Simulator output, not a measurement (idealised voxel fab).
process module | voxel released beams
cross-section cut | 190 nm wide | cells 5 nm
A cross-section is a grid of square cells, given in bands from the top down. A band is one or more rows of cells.
Each band's line starts with the height of the band's top and of its bottom, in nm. Then come its materials from left to right, each with its width in nm. One material with "throughout" fills the band from edge to edge. "air" is empty space.
Height 0 is the level under which the wafer as received is all one material. The lowest band goes on downwards, as in "0 down".
A width such as "30 to 40" changes by the same amount from each row of cells to the next, from the band's top row to its bottom row.
"no change" after a step means that no cell of the cross-section changed.
closed voids: empty space of 8 cells or more with no open way to the top, each as width x height at its distance from the left edge, in nm
after a step's settings: what the simulator itself notes on the step
overlay nm, on a step with a mask: how far to the right of its planned place the mask lay; to the left if negative
plan
1 op RECEIVE | material Si
2 op CONFORMAL_DEP | material SiN | thk nm 5
3 op DIRECTIONAL_DEP | material SiO2 | thk nm 20
4 op PATTERN | tone open | mask id ANCHOR | material resist | width nm 35 | thk nm 15 | overlay nm 0
5 op DIRECTIONAL_ETCH | etch materials SiO2 | depth nm 20
6 op STRIP | etch materials resist
7 op CONFORMAL_DEP | material W | thk nm 10
8 op PATTERN | tone cover | mask id BEAM | material resist | width nm 120 | thk nm 15 | overlay nm 0
9 op DIRECTIONAL_ETCH | etch materials W | depth nm 10
10 op STRIP | etch materials resist
11 op STRIP | etch materials SiO2
as received, after step 1
  0 down: Si throughout
  closed voids: none
first wafer at the end, as planned
  35 to 25: air 30 | W 15 | air 15 | W 90 | air 40
  25 to 15: air 35 | W 10 | air 15 | W 10 | air 120
  15 to 5: air 35 | W 35 | air 120
  5 to 0: SiN throughout
  0 down: Si throughout
  closed voids: none
second wafer at the end: like start, like plan, one mistake
  35 to 25: air 30 | W 50 | air 110
  25 to 15: air 25 | W 10 | SiO2 35 | W 10 | air 110
  15 to 5: air 25 | W 10 | SiO2 35 | W 80 | air 40
  5 to 0: SiN throughout
  0 down: Si throughout
  closed voids: none
what went wrong: step 4 ran as: op PATTERN | tone cover | mask id ANCHOR | material resist | width nm 35 | thk nm 15 | overlay nm 0
at the end the second wafer has, in cells: 28 more of SiO2
